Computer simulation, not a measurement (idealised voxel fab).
process module | voxel gate over fins
cross-section cut | 235 nm wide | cells 5 nm
A cross-section is a grid of square cells, given in bands from the top down. A band is one or more rows of cells.
Each band's line starts with the height of the band's top and of its bottom, in nm. Then come its materials from left to right, each with its width in nm. One material with "throughout" fills the band from edge to edge. "air" is empty space.
Height 0 is the level under which the wafer as received is all one material. The lowest band goes on downwards, as in "0 down".
A width such as "30 to 40" changes by the same amount from each row of cells to the next, from the band's top row to its bottom row.
"no change" after a step means that no cell of the cross-section changed.
closed voids: empty space of 8 cells or more with no open way to the top, each as width x height at its distance from the left edge, in nm
after a step's settings: what the simulator itself notes on the step
overlay nm, on a step with a mask: how far to the right of its planned place the mask lay; to the left if negative
plan
1 op RECEIVE | material Si
2 op CONFORMAL_DEP | material SiN | thk nm 5
3 op PATTERN | tone cover | mask id FINS | material resist | width nm 15 | pitch nm 40 | thk nm 15 | overlay nm 0
4 op DIRECTIONAL_ETCH | etch materials SiN | depth nm 5
5 op DIRECTIONAL_ETCH | etch materials Si | depth nm 35
6 op STRIP | etch materials resist
7 op OXIDIZE | depth nm 5
8 op FILL_DEP | material SiO2 | thk nm 10
9 op CMP | height nm 5
10 op SELECTIVE_ETCH | etch materials SiO2 | depth nm 15
11 op STRIP | etch materials SiN
12 op CONFORMAL_DEP | material HfO2 | thk nm 5
13 op CONFORMAL_DEP | material TiN | thk nm 5
14 op CONFORMAL_DEP | material TiAl | thk nm 5
15 op CONFORMAL_DEP | material TiN | thk nm 5
16 op FILL_DEP | material W | thk nm 10
17 op CMP | height nm 25
18 op CONFORMAL_DEP | material SiCN | thk nm 5
varied across the wafers: width nm of step 3. The plan shows the first wafer's value. All wafers start alike
first wafer as received, after step 1
  0 down: Si throughout
  closed voids: none
first wafer at the end, after step 18
  30 to 25: SiCN throughout
  25 to 20: W throughout
  20 to 15: W 75 | TiN 85 | W 75
  15 to 10: W 75 | TiN 5 | TiAl 35 | TiN 5 | TiAl 35 | TiN 5 | W 75
  10 to 5: TiN 80 | TiAl 5 | TiN 25 | TiAl 5 | TiN 5 | TiAl 5 | TiN 25 | TiAl 5 | TiN 80
  5 to 0: TiAl 85 | TiN 5 | HfO2 15 | TiN 5 | TiAl 15 | TiN 5 | HfO2 15 | TiN 5 | TiAl 85
  0 to -5: TiN 90 | HfO2 5 | Si 5 | HfO2 5 | TiN 25 | HfO2 5 | Si 5 | HfO2 5 | TiN 90
  -5 to -10: HfO2 95 | Si 5 | HfO2 35 | Si 5 | HfO2 95
  -10 to -40: SiO2 95 | Si 5 | SiO2 35 | Si 5 | SiO2 95
  -40 down: Si throughout
  closed voids: none
last wafer at the end
  30 to 25: SiCN throughout
  25 to 20: W throughout
  20 to 15: W 70 | TiN 95 | W 70
  15 to 10: W 70 | TiN 5 | TiAl 85 | TiN 5 | W 70
  10 to 5: TiN 75 | TiAl 5 | TiN 35 | TiAl 5 | TiN 35 | TiAl 5 | TiN 75
  5 to 0: TiAl 80 | TiN 5 | HfO2 25 | TiN 5 | TiAl 5 | TiN 5 | HfO2 25 | TiN 5 | TiAl 80
  0 to -5: TiN 85 | HfO2 5 | Si 15 | HfO2 5 | TiN 15 | HfO2 5 | Si 15 | HfO2 5 | TiN 85
  -5 to -10: HfO2 90 | Si 15 | HfO2 25 | Si 15 | HfO2 90
  -10 to -40: SiO2 90 | Si 15 | SiO2 25 | Si 15 | SiO2 90
  -40 down: Si throughout
  closed voids: none
each wafer at the end: cells of each material gained (+) or lost (-) since it was received, then its closed voids
width nm 15 | +55 HfO2 | -360 Si | +47 SiCN | +270 SiO2 | +55 TiAl | +108 TiN | +107 W | closed voids: none
width nm 20 | +55 HfO2 | -344 Si | +47 SiCN | +258 SiO2 | +55 TiAl | +106 TiN | +105 W | closed voids: none
width nm 25 | +55 HfO2 | -328 Si | +47 SiCN | +246 SiO2 | +53 TiAl | +106 TiN | +103 W | closed voids: none
